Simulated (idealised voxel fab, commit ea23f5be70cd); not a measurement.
process module | voxel self aligned vias
cross-section cut | 270 nm wide | cells 5 nm
A cross-section is a grid of square cells, given in bands from the top down. A band is one or more rows of cells.
Each band's line starts with the height of the band's top and of its bottom, in nm. Then come its materials from left to right, each with its width in nm. One material with "throughout" fills the band from edge to edge. "air" is empty space.
Height 0 is the level under which the wafer as received is all one material. The lowest band goes on downwards, as in "0 down".
A width such as "30 to 40" changes by the same amount from each row of cells to the next, from the band's top row to its bottom row.
"no change" after a step means that no cell of the cross-section changed.
closed voids: empty space of 8 cells or more with no open way to the top, each as width x height at its distance from the left edge, in nm
after a step's settings: what the simulator itself notes on the step
overlay nm, on a step with a mask: how far to the right of its planned place the mask lay; to the left if negative
plan
1 op RECEIVE | material Si
2 op CONFORMAL_DEP | material SiO2 | thk nm 15
3 op CONFORMAL_DEP | material SiCN | thk nm 5
4 op DIRECTIONAL_DEP | material SiO2 | thk nm 25
5 op MASKED_ETCH | tone open | mask id LINES | width nm 30 | pitch nm 80 | etch materials SiO2 | depth nm 25 | overlay nm 0
6 op CONFORMAL_DEP | material TiN | thk nm 5
7 op FILL_DEP | material W | thk nm 10
8 op CMP | height nm 45
9 op SELECTIVE_ETCH | etch materials W Ru TiN | depth nm 10
10 op FILL_DEP | material SiN | thk nm 10
11 op CMP | height nm 45
12 op DIRECTIONAL_DEP | material SiO2 | thk nm 15
13 op PATTERN | tone open | mask id VIAS | material resist | width nm 50 | pitch nm 80 | thk nm 20 | overlay nm 0
14 op DIRECTIONAL_ETCH | etch materials SiO2 | depth nm 15
15 op DIRECTIONAL_ETCH | etch materials SiN | depth nm 10
16 op STRIP | etch materials resist
17 op CONFORMAL_DEP | material TiN | thk nm 5
18 op FILL_DEP | material W | thk nm 10
19 op CMP | height nm 60
20 op CONFORMAL_DEP | material SiCN | thk nm 5
as received, after step 1
  0 down: Si throughout
  closed voids: none
a wafer at the end: this start, this plan, one mistake
  65 to 60: SiCN throughout
  60 to 50: SiO2 70 | TiN 5 | W 40 | TiN 5 | SiO2 30 | TiN 5 | W 40 | TiN 5 | SiO2 70
  50 to 40: SiO2 70 to 80 | TiN 15 to 5 | W 20 | TiN 15 to 5 | SiO2 30 to 50 | TiN 15 to 5 | W 20 | TiN 15 to 5 | SiO2 70 to 80
  40 to 35: SiO2 80 | TiN 30 | SiO2 50 | TiN 30 | SiO2 80
  35 to 25: SiO2 80 | TiN 5 | W 20 | TiN 5 | SiO2 50 | TiN 5 | W 20 | TiN 5 | SiO2 80
  25 to 20: SiO2 80 | TiN 30 | SiO2 50 | TiN 30 | SiO2 80
  20 to 5: SiO2 throughout
  5 to 0: SiCN throughout
  0 down: Si throughout
  closed voids: none
what went wrong: steps 2 and 3 were swapped
